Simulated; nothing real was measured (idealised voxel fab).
voxel ribs on slabs: a process module
Cross-section cut: width 280 nm, square cells of 5 nm.
Each cross-section below is a grid of square cells, stated as bands in top-down order, with one or more rows of cells making up each band.
This entry defines a band. It first specifies the height of the band's top and the height of its bottom in nm, and then specifies the band's materials from left to right, stating each material with its width in nm. The word "all across" identifies a single material that fills the band from edge to edge, while the word "blank" identifies empty space.
A quick word on heights: they are counted from 0, and under that level the wafer as it came to us is one material throughout. The lowest band is different from the rest in having no bottom; it simply continues downward, written as in "0..down".
Width: "30..40" (first number = top row, second number = bottom row, same change from row to row of cells).
What does "no modification" mean for a step? It means no cell of the cross-section changed in that step.
"Trapped void list" contains a list of empty spaces, each no smaller than 8 cells and without an open way to the top, written in the form width x height at distance with the distance from the left edge and all three in nm.
Heads up: the bit after the settings on a step's line is the simulator's remark on that step.
For masked steps, "overlay nm" on the step line gives how far right of plan the mask actually lay; a minus sign means it lay to the left.
Below is the list of planned process steps
1) RECEIVE: material Si
2) DIRECTIONAL_DEP: material SiO2, thk nm 25
3) DIRECTIONAL_DEP: material SiN, thk nm 25
4) MASKED_ETCH: tone cover, mask id RIB, width nm 15, etch materials SiN, depth nm 15, overlay nm 0
5) PATTERN: tone cover, mask id SLAB, material resist, width nm 55, thk nm 20, overlay nm 0
6) DIRECTIONAL_ETCH: etch materials SiN, depth nm 10
7) STRIP: etch materials resist
8) FILL_DEP: material SiO2, thk nm 20
9) CMP: height nm 65
10) DIRECTIONAL_DEP: material TiN, thk nm 10
11) DIRECTIONAL_DEP: material aC, thk nm 15
12) PATTERN: tone cover, mask id HEATER, material resist, width nm 25, thk nm 35, overlay nm 0
13) DIRECTIONAL_ETCH: etch materials aC, depth nm 15
14) STRIP: etch materials resist
15) DIRECTIONAL_ETCH: etch materials TiN, depth nm 10
16) STRIP: etch materials aC
17) CONFORMAL_DEP: material SiN, thk nm 5
Don't read the plan's thk nm for step 17 as applying to every wafer: that's the first wafer's value, and the wafers differ in it, though they all start identical.
Here's the first of the wafers in cross-section, just as we got it, i.e. after step 1
0..down: Si all across
Trapped void list: none
First wafer of several, cross-section, module end, after step 17 (last)
80..75: blank 120; SiN 35; blank 125
75..70: blank 120; SiN 5; TiN 25; SiN 5; blank 125
70..65: SiN 125; TiN 25; SiN 130
65..50: SiO2 all across
50..35: SiO2 130; SiN 15; SiO2 135
35..25: SiO2 110; SiN 55; SiO2 115
25..0: SiO2 all across
0..down: Si all across
Trapped void list: none
Of the several wafers, the last: cross-section at the end of the module
100..90: blank 100; SiN 75; blank 105
90..75: SiN all across
75..65: SiN 125; TiN 25; SiN 130
65..50: SiO2 all across
50..35: SiO2 130; SiN 15; SiO2 135
35..25: SiO2 110; SiN 55; SiO2 115
25..0: SiO2 all across
0..down: Si all across
Trapped void list: none
Per wafer, end of module: cells gained (+) or lost (-) per material since receipt, then closed voids
thk nm 5, +91 SiN, +697 SiO2, +10 TiN, Trapped void list: none
thk nm 10, +151 SiN, +697 SiO2, +10 TiN, Trapped void list: none
thk nm 15, +211 SiN, +697 SiO2, +10 TiN, Trapped void list: none
thk nm 20, +271 SiN, +697 SiO2, +10 TiN, Trapped void list: none
thk nm 25, +331 SiN, +697 SiO2, +10 TiN, Trapped void list: none
